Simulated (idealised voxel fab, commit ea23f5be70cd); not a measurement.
Module name: voxel transistor to metal (process module)
It is cross-section cut that appears here, measuring 155 nm in width, its square cells being 5 nm in size.
This document writes a cross-section as a grid whose cells are square, and gives it as bands, listed from the top down; one or more rows of cells form a band.
Heights first: top, then bottom, in nm. Then materials, left to right, each with a width in nm. "full width" on a single material: fills the band edge to edge. "blank": empty space.
It should be noted that heights are counted from 0, beneath which the wafer as supplied is of one material throughout, and that the lowest band possesses no lower boundary but continues downward, as written in "0..down".
With a width like "30 to 40", each row of cells in the band differs from the next by the same amount, the top row carrying the first number and the bottom row the second.
For the purposes of this document, the phrase "nothing got changed" attached to a step denotes that no cell within the cross-section was modified by that step.
Any empty space of 8 cells or more lacking an open way to the top shows up in "Enclosed void inventory" as width x height at distance, distance from the left edge, in nm.
Text after the settings on a step's line: the simulator's own remark on that step.
Among the settings permitted on a step's line is "overlay nm"; applied to a step with a mask, it specifies the extent to which the mask lay to the right of its planned position, whereas a negative figure signifies a position to the left.
Pairs from here to the end. Each: cross-section before one process step, cross-section after it, the latter only as far down as the lowest band that changed. Under each: the step between, and its settings. Mind that the pairs may be taken from different runs of this module on the same starting wafer; whether a pair continues from the pair above depends on its entry headed "Pre-step cross-section", and it does only where that entry says so.

-- Pre-step cross-section
	40..30 | blank (65) | SiCN (25) | blank (65)
	30..0 | blank (65) | polySi (25) | blank (65)
	0..-5 | SiO2 (5) | blank (25) | SiO2 (95) | blank (25) | SiO2 (5)
	-5..-15 | SiO2 (5) | blank (25) | SiO2 (5) | Si (85) | SiO2 (5) | blank (25) | SiO2 (5)
	-15..-25 | SiO2 (35 to 30) | Si (85 to 95) | SiO2 (35 to 30)
	-25..down | Si full width
	Enclosed void inventory: none

-- after
	45..40 | blank (60) | SiO2 (35) | blank (60)
	40..30 | blank (60) | SiO2 (5) | SiCN (25) | SiO2 (5) | blank (60)
	30..5 | blank (60) | SiO2 (5) | polySi (25) | SiO2 (5) | blank (60)
	5..0 | SiO2 (10) | blank (15) | SiO2 (40) | polySi (25) | SiO2 (40) | blank (15) | SiO2 (10)
	0..-5 | SiO2 (10) | blank (15) | SiO2 (105) | blank (15) | SiO2 (10)
	-5..-10 | SiO2 (10) | blank (15) | SiO2 (10) | Si (85) | SiO2 (10) | blank (15) | SiO2 (10)
	-10..-20 | SiO2 (35) | Si (85) | SiO2 (35)
	Below -20, no change.
	Enclosed void inventory: none
Step, pre vs post cross-sections above: CONFORMAL_DEP [material SiO2] [thk nm 5]

Pre-step cross-section: The pre-step condition corresponds to the post-step cross-section depicted in the pair directly above.

-- after
	40..30 | blank (60) | SiO2 (5) | SiCN (25) | SiO2 (5) | blank (60)
	30..0 | blank (60) | SiO2 (5) | polySi (25) | SiO2 (5) | blank (60)
	0..-5 | SiO2 (10) | blank (15) | SiO2 (105) | blank (15) | SiO2 (10)
	-5..-15 | SiO2 (10) | blank (15) | SiO2 (10) | Si (85) | SiO2 (10) | blank (15) | SiO2 (10)
	Below -15, no change.
	Enclosed void inventory: none
Step, pre vs post cross-sections above: DIRECTIONAL_ETCH [etch materials SiO2] [depth nm 5]

Pre-step cross-section: The pre-step condition corresponds to the post-step cross-section depicted in the pair directly above.

-- after
	50..40 | blank (50) | SiN (55) | blank (50)
	40..30 | blank (50) | SiN (10) | SiO2 (5) | SiCN (25) | SiO2 (5) | SiN (10) | blank (50)
	30..10 | blank (50) | SiN (10) | SiO2 (5) | polySi (25) | SiO2 (5) | SiN (10) | blank (50)
	10..0 | SiN (60) | SiO2 (5) | polySi (25) | SiO2 (5) | SiN (60)
	0..-5 | SiO2 (10) | SiN (15) | SiO2 (105) | SiN (15) | SiO2 (10)
	-5..-15 | SiO2 (10) | SiN (15) | SiO2 (10) | Si (85) | SiO2 (10) | SiN (15) | SiO2 (10)
	Below -15, no change.
	Enclosed void inventory: none
Step, pre vs post cross-sections above: CONFORMAL_DEP [material SiN] [thk nm 10]

Pre-step cross-section: The pre-step condition corresponds to the post-step cross-section depicted in the pair directly above.

-- after
	40..30 | blank (50) | SiN (10) | SiO2 (5) | SiCN (25) | SiO2 (5) | SiN (10) | blank (50)
	30..0 | blank (50) | SiN (10) | SiO2 (5) | polySi (25) | SiO2 (5) | SiN (10) | blank (50)
	Below 0, no change.
	Enclosed void inventory: none
Step, pre vs post cross-sections above: DIRECTIONAL_ETCH [etch materials SiN] [depth nm 10]

Pre-step cross-section: The pre-step condition corresponds to the post-step cross-section depicted in the pair directly above.

-- after
	40..35 | blank (50) | SiN (10) | blank (5) | SiCN (25) | blank (5) | SiN (10) | blank (50)
	35..30 | blank (50) | SiN (10) | SiO2 (5) | SiCN (25) | SiO2 (5) | SiN (10) | blank (50)
	30..0 | blank (50) | SiN (10) | SiO2 (5) | polySi (25) | SiO2 (5) | SiN (10) | blank (50)
	0..-5 | blank (10) | SiN (15) | blank (25) | SiO2 (55) | blank (25) | SiN (15) | blank (10)
	Below -5, no change.
	Enclosed void inventory: none
Step, pre vs post cross-sections above: DIRECTIONAL_ETCH [etch materials SiO2] [depth nm 5]

Pre-step cross-section: The pre-step condition corresponds to the post-step cross-section depicted in the pair directly above.

-- after
	40..35 | blank (50) | SiN (10) | blank (5) | SiCN (25) | blank (5) | SiN (10) | blank (50)
	35..30 | blank (50) | SiN (10) | SiO2 (5) | SiCN (25) | SiO2 (5) | SiN (10) | blank (50)
	30..0 | blank (50) | SiN (10) | SiO2 (5) | polySi (25) | SiO2 (5) | SiN (10) | blank (50)
	0..-5 | blank (10) | SiN (15) | blank (25) | SiO2 (55) | blank (25) | SiN (15) | blank (10)
	-5..-15 | SiO2 (10) | SiN (15) | SiO2 (10) | blank (15) | Si (55) | blank (15) | SiO2 (10) | SiN (15) | SiO2 (10)
	-15..-20 | SiO2 (35) | blank (15) | Si (55) | blank (15) | SiO2 (35)
	Below -20, no change.
	Enclosed void inventory: none
Step, pre vs post cross-sections above: DIRECTIONAL_ETCH [etch materials Si] [depth nm 15]

Pre-step cross-section: The pre-step condition corresponds to the post-step cross-section depicted in the pair directly above.

-- after
	40..35 | blank (50) | SiN (10) | blank (5) | SiCN (25) | blank (5) | SiN (10) | blank (50)
	35..30 | blank (50) | SiN (10) | SiO2 (5) | SiCN (25) | SiO2 (5) | SiN (10) | blank (50)
	30..10 | blank (50) | SiN (10) | SiO2 (5) | polySi (25) | SiO2 (5) | SiN (10) | blank (50)
	10..0 | blank (35) | nSi (15) | SiN (10) | SiO2 (5) | polySi (25) | SiO2 (5) | SiN (10) | nSi (15) | blank (35)
	0..-5 | blank (10) | SiN (15) | blank (10) | nSi (15) | SiO2 (55) | nSi (15) | blank (10) | SiN (15) | blank (10)
	-5..-15 | SiO2 (10) | SiN (15) | SiO2 (10) | nSi (15) | Si (55) | nSi (15) | SiO2 (10) | SiN (15) | SiO2 (10)
	-15..-20 | SiO2 (35) | nSi (15) | Si (55) | nSi (15) | SiO2 (35)
	Below -20, no change.
	Enclosed void inventory: none
Step, pre vs post cross-sections above: EPI [material nSi] [thk nm 15]

Pre-step cross-section: The pre-step condition corresponds to the post-step cross-section depicted in the pair directly above.

-- after
	50..40 | SiO2 full width
	40..30 | SiO2 (50) | SiN (10) | SiO2 (5) | SiCN (25) | SiO2 (5) | SiN (10) | SiO2 (50)
	30..10 | SiO2 (50) | SiN (10) | SiO2 (5) | polySi (25) | SiO2 (5) | SiN (10) | SiO2 (50)
	10..0 | SiO2 (35) | nSi (15) | SiN (10) | SiO2 (5) | polySi (25) | SiO2 (5) | SiN (10) | nSi (15) | SiO2 (35)
	0..-5 | SiO2 (10) | SiN (15) | SiO2 (10) | nSi (15) | SiO2 (55) | nSi (15) | SiO2 (10) | SiN (15) | SiO2 (10)
	Below -5, no change.
	Enclosed void inventory: none
Step, pre vs post cross-sections above: FILL_DEP [material SiO2] [thk nm 10]

Pre-step cross-section: The pre-step condition corresponds to the post-step cross-section depicted in the pair directly above.

-- after
	40..30 | SiO2 (50) | SiN (10) | SiO2 (5) | SiCN (25) | SiO2 (5) | SiN (10) | SiO2 (50)
	Below 30, no change.
	Enclosed void inventory: none
Step, pre vs post cross-sections above: CMP [height nm 40]

Pre-step cross-section: The pre-step condition corresponds to the post-step cross-section depicted in the pair directly above.

-- after
	55..40 | SiO2 full width
	Below 40, no change.
	Enclosed void inventory: none
Step, pre vs post cross-sections above: DIRECTIONAL_DEP [material SiO2] [thk nm 15]

Pre-step cross-section: The pre-step condition corresponds to the post-step cross-section depicted in the pair directly above.

-- after
	75..55 | resist (30) | blank (30) | resist (35) | blank (30) | resist (30)
	Below 55, no change.
	Enclosed void inventory: none
Step, pre vs post cross-sections above: PATTERN [tone open] [mask id CONTACT] [material resist] [width nm 30] [pitch nm 65] [thk nm 20] [overlay nm 0]

Pre-step cross-section: The pre-step condition corresponds to the post-step cross-section depicted in the pair directly above.

-- after
	75..55 | resist (30) | blank (30) | resist (35) | blank (30) | resist (30)
	55..40 | SiO2 (30) | blank (30) | SiO2 (35) | blank (30) | SiO2 (30)
	40..30 | SiO2 (30) | blank (20) | SiN (10) | SiO2 (5) | SiCN (25) | SiO2 (5) | SiN (10) | blank (20) | SiO2 (30)
	30..10 | SiO2 (30) | blank (20) | SiN (10) | SiO2 (5) | polySi (25) | SiO2 (5) | SiN (10) | blank (20) | SiO2 (30)
	10..0 | SiO2 (30) | blank (5) | nSi (15) | SiN (10) | SiO2 (5) | polySi (25) | SiO2 (5) | SiN (10) | nSi (15) | blank (5) | SiO2 (30)
	0..-5 | SiO2 (10) | SiN (15) | SiO2 (5) | blank (5) | nSi (15) | SiO2 (55) | nSi (15) | blank (5) | SiO2 (5) | SiN (15) | SiO2 (10)
	Below -5, no change.
	Enclosed void inventory: none
Step, pre vs post cross-sections above: DIRECTIONAL_ETCH [etch materials SiO2] [depth nm 60]

Pre-step cross-section: The pre-step condition corresponds to the post-step cross-section depicted in the pair directly above.

-- after
	55..40 | SiO2 (30) | blank (30) | SiO2 (35) | blank (30) | SiO2 (30)
	Below 40, no change.
	Enclosed void inventory: none
Step, pre vs post cross-sections above: STRIP [etch materials resist]

Pre-step cross-section: The pre-step condition corresponds to the post-step cross-section depicted in the pair directly above.

-- after
	60..55 | TiN (35) | blank (20) | TiN (45) | blank (20) | TiN (35)
	55..45 | SiO2 (30) | TiN (5) | blank (20) | TiN (5) | SiO2 (35) | TiN (5) | blank (20) | TiN (5) | SiO2 (30)
	45..40 | SiO2 (30) | TiN (5) | blank (10) | TiN (15) | SiO2 (35) | TiN (15) | blank (10) | TiN (5) | SiO2 (30)
	40..30 | SiO2 (30) | TiN (5) | blank (10) | TiN (5) | SiN (10) | SiO2 (5) | SiCN (25) | SiO2 (5) | SiN (10) | TiN (5) | blank (10) | TiN (5) | SiO2 (30)
	30..15 | SiO2 (30) | TiN (5) | blank (10) | TiN (5) | SiN (10) | SiO2 (5) | polySi (25) | SiO2 (5) | SiN (10) | TiN (5) | blank (10) | TiN (5) | SiO2 (30)
	15..10 | SiO2 (30) | TiN (20) | SiN (10) | SiO2 (5) | polySi (25) | SiO2 (5) | SiN (10) | TiN (20) | SiO2 (30)
	10..0 | SiO2 (30) | TiN (5) | nSi (15) | SiN (10) | SiO2 (5) | polySi (25) | SiO2 (5) | SiN (10) | nSi (15) | TiN (5) | SiO2 (30)
	0..-5 | SiO2 (10) | SiN (15) | SiO2 (5) | TiN (5) | nSi (15) | SiO2 (55) | nSi (15) | TiN (5) | SiO2 (5) | SiN (15) | SiO2 (10)
	Below -5, no change.
	Enclosed void inventory: none
Step, pre vs post cross-sections above: CONFORMAL_DEP [material TiN] [thk nm 5]

Pre-step cross-section: The pre-step condition corresponds to the post-step cross-section depicted in the pair directly above.

-- after
	65..60 | Ru full width
	60..55 | TiN (35) | Ru (20) | TiN (45) | Ru (20) | TiN (35)
	55..45 | SiO2 (30) | TiN (5) | Ru (20) | TiN (5) | SiO2 (35) | TiN (5) | Ru (20) | TiN (5) | SiO2 (30)
	45..40 | SiO2 (30) | TiN (5) | Ru (10) | TiN (15) | SiO2 (35) | TiN (15) | Ru (10) | TiN (5) | SiO2 (30)
	40..30 | SiO2 (30) | TiN (5) | Ru (10) | TiN (5) | SiN (10) | SiO2 (5) | SiCN (25) | SiO2 (5) | SiN (10) | TiN (5) | Ru (10) | TiN (5) | SiO2 (30)
	30..15 | SiO2 (30) | TiN (5) | Ru (10) | TiN (5) | SiN (10) | SiO2 (5) | polySi (25) | SiO2 (5) | SiN (10) | TiN (5) | Ru (10) | TiN (5) | SiO2 (30)
	Below 15, no change.
	Enclosed void inventory: none
Step, pre vs post cross-sections above: FILL_DEP [material Ru] [thk nm 5]

Pre-step cross-section: The pre-step condition corresponds to the post-step cross-section depicted in the pair directly above.

-- after
	55..45 | SiO2 (30) | TiN (5) | Ru (20) | TiN (5) | SiO2 (35) | TiN (5) | Ru (20) | TiN (5) | SiO2 (30)
	Below 45, no change.
	Enclosed void inventory: none
Step, pre vs post cross-sections above: CMP [height nm 55]

Pre-step cross-section: The pre-step condition corresponds to the post-step cross-section depicted in the pair directly above.

-- after
	60..55 | SiCN full width
	Below 55, no change.
	Enclosed void inventory: none
Step, pre vs post cross-sections above: CONFORMAL_DEP [material SiCN] [thk nm 5]

Pre-step cross-section: The pre-step condition corresponds to the post-step cross-section depicted in the pair directly above.

-- after
	85..60 | SiO2 full width
	Below 60, no change.
	Enclosed void inventory: none
Step, pre vs post cross-sections above: DIRECTIONAL_DEP [material SiO2] [thk nm 25]

Pre-step cross-section: The pre-step condition corresponds to the post-step cross-section depicted in the pair directly above.

-- after
	85..60 | SiO2 (30) | blank (20) | SiO2 (55) | blank (20) | SiO2 (30)
	Below 60, no change.
	Enclosed void inventory: none
Step, pre vs post cross-sections above: MASKED_ETCH [tone open] [mask id METAL_1] [width nm 20] [pitch nm 75] [etch materials SiO2] [depth nm 25] [overlay nm 0]

Pre-step cross-section: The pre-step condition corresponds to the post-step cross-section depicted in the pair directly above.

-- after
	85..60 | SiO2 (30) | blank (20) | SiO2 (55) | blank (20) | SiO2 (30)
	60..55 | SiCN (30) | blank (20) | SiCN (55) | blank (20) | SiCN (30)
	Below 55, no change.
	Enclosed void inventory: none
Step, pre vs post cross-sections above: MASKED_ETCH [tone open] [mask id METAL_1] [width nm 20] [pitch nm 75] [etch materials SiCN] [depth nm 5] [overlay nm 0]

Pre-step cross-section: The pre-step condition corresponds to the post-step cross-section depicted in the pair directly above.

-- after
	90..85 | TiN (35) | blank (10) | TiN (65) | blank (10) | TiN (35)
	85..60 | SiO2 (30) | TiN (5) | blank (10) | TiN (5) | SiO2 (55) | TiN (5) | blank (10) | TiN (5) | SiO2 (30)
	60..55 | SiCN (30) | TiN (20) | SiCN (55) | TiN (20) | SiCN (30)
	Below 55, no change.
	Enclosed void inventory: none
Step, pre vs post cross-sections above: CONFORMAL_DEP [material TiN] [thk nm 5]

Pre-step cross-section: The pre-step condition corresponds to the post-step cross-section depicted in the pair directly above.

-- after
	95..90 | Cu full width
	90..85 | TiN (35) | Cu (10) | TiN (65) | Cu (10) | TiN (35)
	85..60 | SiO2 (30) | TiN (5) | Cu (10) | TiN (5) | SiO2 (55) | TiN (5) | Cu (10) | TiN (5) | SiO2 (30)
	Below 60, no change.
	Enclosed void inventory: none
Step, pre vs post cross-sections above: FILL_DEP [material Cu] [thk nm 5]

Pre-step cross-section: The pre-step condition corresponds to the post-step cross-section depicted in the pair directly above.

-- after
	85..60 | SiO2 (30) | TiN (5) | Cu (10) | TiN (5) | SiO2 (55) | TiN (5) | Cu (10) | TiN (5) | SiO2 (30)
	Below 60, no change.
	Enclosed void inventory: none
Step, pre vs post cross-sections above: CMP [height nm 85]

Pre-step cross-section: The pre-step condition corresponds to the post-step cross-section depicted in the pair directly above.

-- after
	90..85 | SiN full width
	Below 85, no change.
	Enclosed void inventory: none
Step, pre vs post cross-sections above: CONFORMAL_DEP [material SiN] [thk nm 5]

-- Pre-step cross-section
	65..60 | Ru full width
	60..55 | TiN (35) | Ru (20) | TiN (45) | Ru (20) | TiN (35)
	55..45 | SiO2 (30) | TiN (5) | Ru (20) | TiN (5) | SiO2 (35) | TiN (5) | Ru (20) | TiN (5) | SiO2 (30)
	45..40 | SiO2 (30) | TiN (5) | Ru (10) | TiN (15) | SiO2 (35) | TiN (15) | Ru (10) | TiN (5) | SiO2 (30)
	40..30 | SiO2 (30) | TiN (5) | Ru (10) | TiN (5) | SiN (10) | SiO2 (5) | SiCN (25) | SiO2 (5) | SiN (10) | TiN (5) | Ru (10) | TiN (5) | SiO2 (30)
	30..15 | SiO2 (30) | TiN (5) | Ru (10) | TiN (5) | SiN (10) | SiO2 (5) | polySi (25) | SiO2 (5) | SiN (10) | TiN (5) | Ru (10) | TiN (5) | SiO2 (30)
	15..10 | SiO2 (30) | TiN (20) | SiN (10) | SiO2 (5) | polySi (25) | SiO2 (5) | SiN (10) | TiN (20) | SiO2 (30)
	10..0 | SiO2 (30) | TiN (5) | nSi (15) | SiN (10) | SiO2 (5) | polySi (25) | SiO2 (5) | SiN (10) | nSi (15) | TiN (5) | SiO2 (30)
	0..-5 | SiO2 (30) | TiN (5) | nSi (15) | SiO2 (55) | nSi (15) | TiN (5) | SiO2 (30)
	-5..-20 | SiO2 (30) | nSi (20) | Si (55) | nSi (20) | SiO2 (30)
	-20..-25 | SiO2 (30) | Si (95) | SiO2 (30)
	-25..down | Si full width
	Enclosed void inventory: none

-- after
	50..40 | SiO2 (30) | TiN (5) | Ru (20 to 10) | TiN (5 to 15) | SiO2 (35) | TiN (5 to 15) | Ru (20 to 10) | TiN (5) | SiO2 (30)
	Below 40, no change.
	Enclosed void inventory: none
Step, pre vs post cross-sections above: CMP [height nm 50]

Pre-step cross-section: The pre-step condition corresponds to the post-step cross-section depicted in the pair directly above.

-- after
	55..50 | SiCN full width
	Below 50, no change.
	Enclosed void inventory: none
Step, pre vs post cross-sections above: CONFORMAL_DEP [material SiCN] [thk nm 5]

Pre-step cross-section: The pre-step condition corresponds to the post-step cross-section depicted in the pair directly above.

-- after
	80..55 | SiO2 full width
	Below 55, no change.
	Enclosed void inventory: none
Step, pre vs post cross-sections above: DIRECTIONAL_DEP [material SiO2] [thk nm 25]

Pre-step cross-section: The pre-step condition corresponds to the post-step cross-section depicted in the pair directly above.

-- after
	80..55 | SiO2 (30) | blank (20) | SiO2 (55) | blank (20) | SiO2 (30)
	Below 55, no change.
	Enclosed void inventory: none
Step, pre vs post cross-sections above: MASKED_ETCH [tone open] [mask id METAL_1] [width nm 20] [pitch nm 75] [etch materials SiO2] [depth nm 25] [overlay nm 0]

Pre-step cross-section: The pre-step condition corresponds to the post-step cross-section depicted in the pair directly above.

-- after
	80..55 | SiO2 (30) | blank (20) | SiO2 (55) | blank (20) | SiO2 (30)
	55..50 | SiCN (30) | blank (20) | SiCN (55) | blank (20) | SiCN (30)
	Below 50, no change.
	Enclosed void inventory: none
Step, pre vs post cross-sections above: MASKED_ETCH [tone open] [mask id METAL_1] [width nm 20] [pitch nm 75] [etch materials SiCN] [depth nm 5] [overlay nm 0]

Pre-step cross-section: The pre-step condition corresponds to the post-step cross-section depicted in the pair directly above.

-- after
	85..80 | TiN (35) | blank (10) | TiN (65) | blank (10) | TiN (35)
	80..55 | SiO2 (30) | TiN (5) | blank (10) | TiN (5) | SiO2 (55) | TiN (5) | blank (10) | TiN (5) | SiO2 (30)
	55..50 | SiCN (30) | TiN (20) | SiCN (55) | TiN (20) | SiCN (30)
	Below 50, no change.
	Enclosed void inventory: none
Step, pre vs post cross-sections above: CONFORMAL_DEP [material TiN] [thk nm 5]

Pre-step cross-section: The pre-step condition corresponds to the post-step cross-section depicted in the pair directly above.

-- after
	90..85 | Cu full width
	85..80 | TiN (35) | Cu (10) | TiN (65) | Cu (10) | TiN (35)
	80..55 | SiO2 (30) | TiN (5) | Cu (10) | TiN (5) | SiO2 (55) | TiN (5) | Cu (10) | TiN (5) | SiO2 (30)
	Below 55, no change.
	Enclosed void inventory: none
Step, pre vs post cross-sections above: FILL_DEP [material Cu] [thk nm 5]

Pre-step cross-section: The pre-step condition corresponds to the post-step cross-section depicted in the pair directly above.

-- after
	85..80 | TiN (35) | Cu (10) | TiN (65) | Cu (10) | TiN (35)
	Below 80, no change.
	Enclosed void inventory: none
Step, pre vs post cross-sections above: CMP [height nm 85]

Pre-step cross-section: The pre-step condition corresponds to the post-step cross-section depicted in the pair directly above.

-- after
	90..85 | SiN full width
	Below 85, no change.
	Enclosed void inventory: none
Step, pre vs post cross-sections above: CONFORMAL_DEP [material SiN] [thk nm 5]

-- Pre-step cross-section
	55..40 | SiO2 full width
	40..30 | SiO2 (50) | SiN (10) | SiO2 (5) | SiCN (25) | SiO2 (5) | SiN (10) | SiO2 (50)
	30..10 | SiO2 (50) | SiN (10) | SiO2 (5) | polySi (25) | SiO2 (5) | SiN (10) | SiO2 (50)
	10..0 | SiO2 (35) | nSi (15) | SiN (10) | SiO2 (5) | polySi (25) | SiO2 (5) | SiN (10) | nSi (15) | SiO2 (35)
	0..-5 | SiO2 (35) | nSi (15) | SiO2 (55) | nSi (15) | SiO2 (35)
	-5..-20 | SiO2 (30) | nSi (20) | Si (55) | nSi (20) | SiO2 (30)
	-20..-25 | SiO2 (30) | Si (95) | SiO2 (30)
	-25..down | Si full width
	Enclosed void inventory: none

-- after
	75..55 | resist (35) | blank (25) | resist (40) | blank (25) | resist (30)
	Below 55, no change.
	Enclosed void inventory: none
Step, pre vs post cross-sections above: PATTERN [tone open] [mask id CONTACT] [material resist] [width nm 25] [pitch nm 65] [thk nm 20] [overlay nm 0]

Pre-step cross-section: The pre-step condition corresponds to the post-step cross-section depicted in the pair directly above.

-- after
	75..55 | resist (35) | blank (25) | resist (40) | blank (25) | resist (30)
	55..40 | SiO2 (35) | blank (25) | SiO2 (40) | blank (25) | SiO2 (30)
	40..30 | SiO2 (35) | blank (15) | SiN (10) | SiO2 (5) | SiCN (25) | SiO2 (5) | SiN (10) | blank (20) | SiO2 (30)
	30..10 | SiO2 (35) | blank (15) | SiN (10) | SiO2 (5) | polySi (25) | SiO2 (5) | SiN (10) | blank (20) | SiO2 (30)
	10..0 | SiO2 (35) | nSi (15) | SiN (10) | SiO2 (5) | polySi (25) | SiO2 (5) | SiN (10) | nSi (15) | blank (5) | SiO2 (30)
	0..-5 | SiO2 (35) | nSi (15) | SiO2 (55) | nSi (15) | blank (5) | SiO2 (30)
	Below -5, no change.
	Enclosed void inventory: none
Step, pre vs post cross-sections above: DIRECTIONAL_ETCH [etch materials SiO2] [depth nm 60]

Pre-step cross-section: The pre-step condition corresponds to the post-step cross-section depicted in the pair directly above.

-- after
	55..40 | SiO2 (35) | blank (25) | SiO2 (40) | blank (25) | SiO2 (30)
	Below 40, no change.
	Enclosed void inventory: none
Step, pre vs post cross-sections above: STRIP [etch materials resist]

Pre-step cross-section: The pre-step condition corresponds to the post-step cross-section depicted in the pair directly above.

-- after
	60..55 | TiN (40) | blank (15) | TiN (50) | blank (15) | TiN (35)
	55..45 | SiO2 (35) | TiN (5) | blank (15) | TiN (5) | SiO2 (40) | TiN (5) | blank (15) | TiN (5) | SiO2 (30)
	45..40 | SiO2 (35) | TiN (5) | blank (5) | TiN (15) | SiO2 (40) | TiN (10) | blank (10) | TiN (5) | SiO2 (30)
	40..30 | SiO2 (35) | TiN (5) | blank (5) | TiN (5) | SiN (10) | SiO2 (5) | SiCN (25) | SiO2 (5) | SiN (10) | TiN (5) | blank (10) | TiN (5) | SiO2 (30)
	30..15 | SiO2 (35) | TiN (5) | blank (5) | TiN (5) | SiN (10) | SiO2 (5) | polySi (25) | SiO2 (5) | SiN (10) | TiN (5) | blank (10) | TiN (5) | SiO2 (30)
	15..10 | SiO2 (35) | TiN (15) | SiN (10) | SiO2 (5) | polySi (25) | SiO2 (5) | SiN (10) | TiN (20) | SiO2 (30)
	10..0 | SiO2 (35) | nSi (15) | SiN (10) | SiO2 (5) | polySi (25) | SiO2 (5) | SiN (10) | nSi (15) | TiN (5) | SiO2 (30)
	0..-5 | SiO2 (35) | nSi (15) | SiO2 (55) | nSi (15) | TiN (5) | SiO2 (30)
	Below -5, no change.
	Enclosed void inventory: none
Step, pre vs post cross-sections above: CONFORMAL_DEP [material TiN] [thk nm 5]

Pre-step cross-section: The pre-step condition corresponds to the post-step cross-section depicted in the pair directly above.

-- after
	65..60 | Ru full width
	60..55 | TiN (40) | Ru (15) | TiN (50) | Ru (15) | TiN (35)
	55..45 | SiO2 (35) | TiN (5) | Ru (15) | TiN (5) | SiO2 (40) | TiN (5) | Ru (15) | TiN (5) | SiO2 (30)
	45..40 | SiO2 (35) | TiN (5) | Ru (5) | TiN (15) | SiO2 (40) | TiN (10) | Ru (10) | TiN (5) | SiO2 (30)
	40..30 | SiO2 (35) | TiN (5) | Ru (5) | TiN (5) | SiN (10) | SiO2 (5) | SiCN (25) | SiO2 (5) | SiN (10) | TiN (5) | Ru (10) | TiN (5) | SiO2 (30)
	30..15 | SiO2 (35) | TiN (5) | Ru (5) | TiN (5) | SiN (10) | SiO2 (5) | polySi (25) | SiO2 (5) | SiN (10) | TiN (5) | Ru (10) | TiN (5) | SiO2 (30)
	Below 15, no change.
	Enclosed void inventory: none
Step, pre vs post cross-sections above: FILL_DEP [material Ru] [thk nm 5]

Pre-step cross-section: The pre-step condition corresponds to the post-step cross-section depicted in the pair directly above.

-- after
	55..45 | SiO2 (35) | TiN (5) | Ru (15) | TiN (5) | SiO2 (40) | TiN (5) | Ru (15) | TiN (5) | SiO2 (30)
	Below 45, no change.
	Enclosed void inventory: none
Step, pre vs post cross-sections above: CMP [height nm 55]

Pre-step cross-section: The pre-step condition corresponds to the post-step cross-section depicted in the pair directly above.

-- after
	60..55 | SiCN full width
	Below 55, no change.
	Enclosed void inventory: none
Step, pre vs post cross-sections above: CONFORMAL_DEP [material SiCN] [thk nm 5]

Pre-step cross-section: The pre-step condition corresponds to the post-step cross-section depicted in the pair directly above.

-- after
	85..60 | SiO2 full width
	Below 60, no change.
	Enclosed void inventory: none
Step, pre vs post cross-sections above: DIRECTIONAL_DEP [material SiO2] [thk nm 25]

Pre-step cross-section: The pre-step condition corresponds to the post-step cross-section depicted in the pair directly above.

-- after
	85..60 | SiO2 (30) | blank (20) | SiO2 (55) | blank (20) | SiO2 (30)
	Below 60, no change.
	Enclosed void inventory: none
Step, pre vs post cross-sections above: MASKED_ETCH [tone open] [mask id METAL_1] [width nm 20] [pitch nm 75] [etch materials SiO2] [depth nm 25] [overlay nm 0]

Pre-step cross-section: The pre-step condition corresponds to the post-step cross-section depicted in the pair directly above.

-- after
	85..60 | SiO2 (30) | blank (20) | SiO2 (55) | blank (20) | SiO2 (30)
	60..55 | SiCN (30) | blank (20) | SiCN (55) | blank (20) | SiCN (30)
	Below 55, no change.
	Enclosed void inventory: none
Step, pre vs post cross-sections above: MASKED_ETCH [tone open] [mask id METAL_1] [width nm 20] [pitch nm 75] [etch materials SiCN] [depth nm 5] [overlay nm 0]

Pre-step cross-section: The pre-step condition corresponds to the post-step cross-section depicted in the pair directly above.

-- after
	90..85 | TiN (35) | blank (10) | TiN (65) | blank (10) | TiN (35)
	85..60 | SiO2 (30) | TiN (5) | blank (10) | TiN (5) | SiO2 (55) | TiN (5) | blank (10) | TiN (5) | SiO2 (30)
	60..55 | SiCN (30) | TiN (20) | SiCN (55) | TiN (20) | SiCN (30)
	Below 55, no change.
	Enclosed void inventory: none
Step, pre vs post cross-sections above: CONFORMAL_DEP [material TiN] [thk nm 5]

Pre-step cross-section: The pre-step condition corresponds to the post-step cross-section depicted in the pair directly above.

-- after
	95..90 | Cu full width
	90..85 | TiN (35) | Cu (10) | TiN (65) | Cu (10) | TiN (35)
	85..60 | SiO2 (30) | TiN (5) | Cu (10) | TiN (5) | SiO2 (55) | TiN (5) | Cu (10) | TiN (5) | SiO2 (30)
	Below 60, no change.
	Enclosed void inventory: none
Step, pre vs post cross-sections above: FILL_DEP [material Cu] [thk nm 5]

Pre-step cross-section: The pre-step condition corresponds to the post-step cross-section depicted in the pair directly above.

-- after
	85..60 | SiO2 (30) | TiN (5) | Cu (10) | TiN (5) | SiO2 (55) | TiN (5) | Cu (10) | TiN (5) | SiO2 (30)
	Below 60, no change.
	Enclosed void inventory: none
Step, pre vs post cross-sections above: CMP [height nm 85]

Pre-step cross-section: The pre-step condition corresponds to the post-step cross-section depicted in the pair directly above.

-- after
	90..85 | SiN full width
	Below 85, no change.
	Enclosed void inventory: none
Step, pre vs post cross-sections above: CONFORMAL_DEP [material SiN] [thk nm 5]

-- Pre-step cross-section
	55..40 | SiO2 full width
	40..30 | SiO2 (50) | SiN (10) | SiO2 (5) | SiCN (25) | SiO2 (5) | SiN (10) | SiO2 (50)
	30..10 | SiO2 (50) | SiN (10) | SiO2 (5) | polySi (25) | SiO2 (5) | SiN (10) | SiO2 (50)
	10..0 | SiO2 (35) | nSi (15) | SiN (10) | SiO2 (5) | polySi (25) | SiO2 (5) | SiN (10) | nSi (15) | SiO2 (35)
	0..-5 | SiO2 (35) | nSi (15) | SiO2 (55) | nSi (15) | SiO2 (35)
	-5..-20 | SiO2 (30) | nSi (20) | Si (55) | nSi (20) | SiO2 (30)
	-20..-25 | SiO2 (30) | Si (95) | SiO2 (30)
	-25..down | Si full width
	Enclosed void inventory: none

-- after
	75..55 | resist (25) | blank (30) | resist (35) | blank (30) | resist (35)
	Below 55, no change.
	Enclosed void inventory: none
Step, pre vs post cross-sections above: PATTERN [tone open] [mask id CONTACT] [material resist] [width nm 30] [pitch nm 65] [thk nm 20] [overlay nm -5]
